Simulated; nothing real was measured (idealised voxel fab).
process module | voxel self aligned contacts
cross-section cut | 250 nm wide | cells 5 nm
A cross-section is a grid of square cells, given in bands from the top down. A band is one or more rows of cells.
Each band's line starts with the height of the band's top and of its bottom, in nm. Then come its materials from left to right, each with its width in nm. One material with "throughout" fills the band from edge to edge. "air" is empty space.
Height 0 is the level under which the wafer as received is all one material. The lowest band goes on downwards, as in "0 down".
A width such as "30 to 40" changes by the same amount from each row of cells to the next, from the band's top row to its bottom row.
"no change" after a step means that no cell of the cross-section changed.
closed voids: empty space of 8 cells or more with no open way to the top, each as width x height at its distance from the left edge, in nm
after a step's settings: what the simulator itself notes on the step
overlay nm, on a step with a mask: how far to the right of its planned place the mask lay; to the left if negative
plan
1 op RECEIVE | material Si
2 op OXIDIZE | depth nm 5
3 op DIRECTIONAL_DEP | material polySi | thk nm 30
4 op DIRECTIONAL_DEP | material SiN | thk nm 20
5 op DIRECTIONAL_DEP | material aC | thk nm 15
6 op PATTERN | tone cover | mask id GATE | material resist | width nm 35 | pitch nm 65 | thk nm 30 | overlay nm 0
7 op DIRECTIONAL_ETCH | etch materials aC | depth nm 15
8 op STRIP | etch materials resist
9 op DIRECTIONAL_ETCH | etch materials SiN | depth nm 10
10 op DIRECTIONAL_ETCH | etch materials polySi | depth nm 30
11 op STRIP | etch materials aC
12 op CONFORMAL_DEP | material SiN | thk nm 5
13 op DIRECTIONAL_ETCH | etch materials SiN | depth nm 5
14 op FILL_DEP | material SiO2 | thk nm 20
15 op CMP | height nm 60
16 op DIRECTIONAL_DEP | material aC | thk nm 15
17 op PATTERN | tone open | mask id CONTACT | material resist | width nm 40 | pitch nm 65 | thk nm 30 | overlay nm 0
18 op DIRECTIONAL_ETCH | etch materials aC | depth nm 15
19 op STRIP | etch materials resist
20 op DIRECTIONAL_ETCH | etch materials SiO2 | depth nm 65
21 op STRIP | etch materials aC
22 op CONFORMAL_DEP | material TiN | thk nm 5
23 op FILL_DEP | material Ru | thk nm 5
24 op CMP | height nm 60
25 op CONFORMAL_DEP | material SiCN | thk nm 5
varied across the wafers: depth nm of step 9. The plan shows the first wafer's value. All wafers start alike
first wafer as received, after step 1
  0 down: Si throughout
  closed voids: none
first wafer at the end, after step 25
  65 to 60: SiCN throughout
  60 to 50: SiO2 70 | TiN 5 to 15 | Ru 30 to 10 | TiN 5 to 15 | SiO2 25 | TiN 5 to 15 | Ru 30 to 10 | TiN 5 to 15 | SiO2 75
  50 to 45: SiO2 35 | SiN 45 | TiN 5 | Ru 10 | TiN 5 | SiN 45 | TiN 5 | Ru 10 | TiN 5 | SiN 45 | SiO2 40
  45 to 40: SiO2 35 | SiN 45 | TiN 20 | SiN 45 | TiN 20 | SiN 45 | SiO2 40
  40 to 30: SiN throughout
  30 to 0: polySi throughout
  0 to -5: SiO2 throughout
  -5 down: Si throughout
  closed voids: none
last wafer at the end
  65 to 60: SiCN throughout
  60 to 50: SiO2 70 | TiN 5 to 15 | Ru 30 to 10 | TiN 5 to 15 | SiO2 25 | TiN 5 to 15 | Ru 30 to 10 | TiN 5 to 15 | SiO2 75
  50 to 30: SiO2 35 | SiN 45 | TiN 5 | Ru 10 | TiN 5 | SiN 45 | TiN 5 | Ru 10 | TiN 5 | SiN 45 | SiO2 40
  30 to 0: SiO2 35 | SiN 5 | polySi 35 | SiN 5 | TiN 5 | Ru 10 | TiN 5 | SiN 5 | polySi 35 | SiN 5 | TiN 5 | Ru 10 | TiN 5 | SiN 5 | polySi 35 | SiN 5 | SiO2 40
  0 to -5: SiO2 80 | TiN 20 | SiO2 45 | TiN 20 | SiO2 85
  -5 down: Si throughout
  closed voids: none
each wafer at the end: cells of each material gained (+) or lost (-) since it was received, then its closed voids
depth nm 10 | +20 Ru | -50 Si | +50 SiCN | +154 SiN | +148 SiO2 | +28 TiN | +300 polySi | closed voids: none
depth nm 15 | +24 Ru | -50 Si | +50 SiCN | +131 SiN | +163 SiO2 | +32 TiN | +300 polySi | closed voids: none
depth nm 20 | +56 Ru | -50 Si | +50 SiCN | +144 SiN | +260 SiO2 | +64 TiN | +126 polySi | closed voids: none
depth nm 25 | +56 Ru | -50 Si | +50 SiCN | +144 SiN | +260 SiO2 | +64 TiN | +126 polySi | closed voids: none
depth nm 30 | +56 Ru | -50 Si | +50 SiCN | +144 SiN | +260 SiO2 | +64 TiN | +126 polySi | closed voids: none
depth nm 35 | +56 Ru | -50 Si | +50 SiCN | +144 SiN | +260 SiO2 | +64 TiN | +126 polySi | closed voids: none
